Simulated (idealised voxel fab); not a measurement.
Name of the process module below: voxel quadruple lines
Cross-section cut spans 270 nm and uses square cells 5 nm in size.
Heads up, the way a cross-section reads in here is a grid of square cells, handed over as bands from the top down, with every band being one or more rows of cells. In this notation a band is specified by the heights of its top and bottom, in that order and in nm, after which its materials appear from left to right, each paired with its width in nm. The word "full width" attached to a single material means that material fills the band from edge to edge; the word "blank" stands for empty space. The level at which height equals 0 is the one under which the wafer, as it arrives, is entirely one material. No lower edge exists for the bottom band, which continues downward and is notated as in "0 and below". Top row gets the first number, bottom row gets the second, and each row in between changes by the same step: that is how a band width like "30..40" works. Given "everything unchanged" for a step, no cell of the cross-section differs between before and after that step. The entry "Voids, enclosed" lists the empty spaces that cover at least 8 cells and have no open path to the top. Each is written as width x height at distance, where the distance is measured from the left edge and all three values are in nm. Formally, on a step line, whatever follows the settings is a remark that the simulator itself makes on the step. overlay nm: step with mask; distance mask lay right of planned place; negative value = left of planned place.

plan:
1 RECEIVE [material Si]
2 CONFORMAL_DEP [material SiO2] [thk nm 5]
3 DIRECTIONAL_DEP [material W] [thk nm 15]
4 DIRECTIONAL_DEP [material polySi] [thk nm 15]
5 DIRECTIONAL_DEP [material aC] [thk nm 25]
6 PATTERN [tone cover] [mask id MANDREL] [material resist] [width nm 30] [pitch nm 80] [thk nm 35] [overlay nm 0]
7 DIRECTIONAL_ETCH [etch materials aC] [depth nm 25]
8 STRIP [etch materials resist]
9 CONFORMAL_DEP [material SiO2] [thk nm 10]
10 DIRECTIONAL_ETCH [etch materials SiO2] [depth nm 10]
11 STRIP [etch materials aC]
12 DIRECTIONAL_ETCH [etch materials polySi] [depth nm 15]
13 STRIP [etch materials SiO2]
14 CONFORMAL_DEP [material SiCN] [thk nm 10]
15 DIRECTIONAL_ETCH [etch materials SiCN] [depth nm 10]
16 STRIP [etch materials polySi]
17 DIRECTIONAL_ETCH [etch materials W] [depth nm 15]
18 STRIP [etch materials SiCN]

This is the cross-section of the wafer as we received it, i.e. after step 1:
  0 and below: Si full width
  Voids, enclosed: none

Cross-section taken at module completion on the first of two wafers; processed per the plan:
  20 down to 5: 60 blank; 10 W; 10 blank; 10 W; 10 blank; 10 W; 10 blank; 10 W; 10 blank; 10 W; 10 blank; 10 W; 10 blank; 10 W; 10 blank; 10 W; 60 blank
  5 down to 0: SiO2 full width
  0 and below: Si full width
  Voids, enclosed: none

Now the second wafer, cross-sectioned at the end of the module. Nothing different at the start, nothing different in the plan compared with the first, just one mistake when it was actually run:
  60 down to 35: 80 blank; 30 aC; 50 blank; 30 aC; 80 blank
  35 down to 20: polySi full width
  20 down to 5: W full width
  5 down to 0: SiO2 full width
  0 and below: Si full width
  Voids, enclosed: none
Short version of what went wrong: step 9 was not run as planned; what actually ran was CONFORMAL_DEP [material SiCN] [thk nm 10]
Upon completion, the second wafer contains, in terms of cells, a greater or smaller amount of certain materials than the first wafer: +114 W | +60 aC | +162 polySi
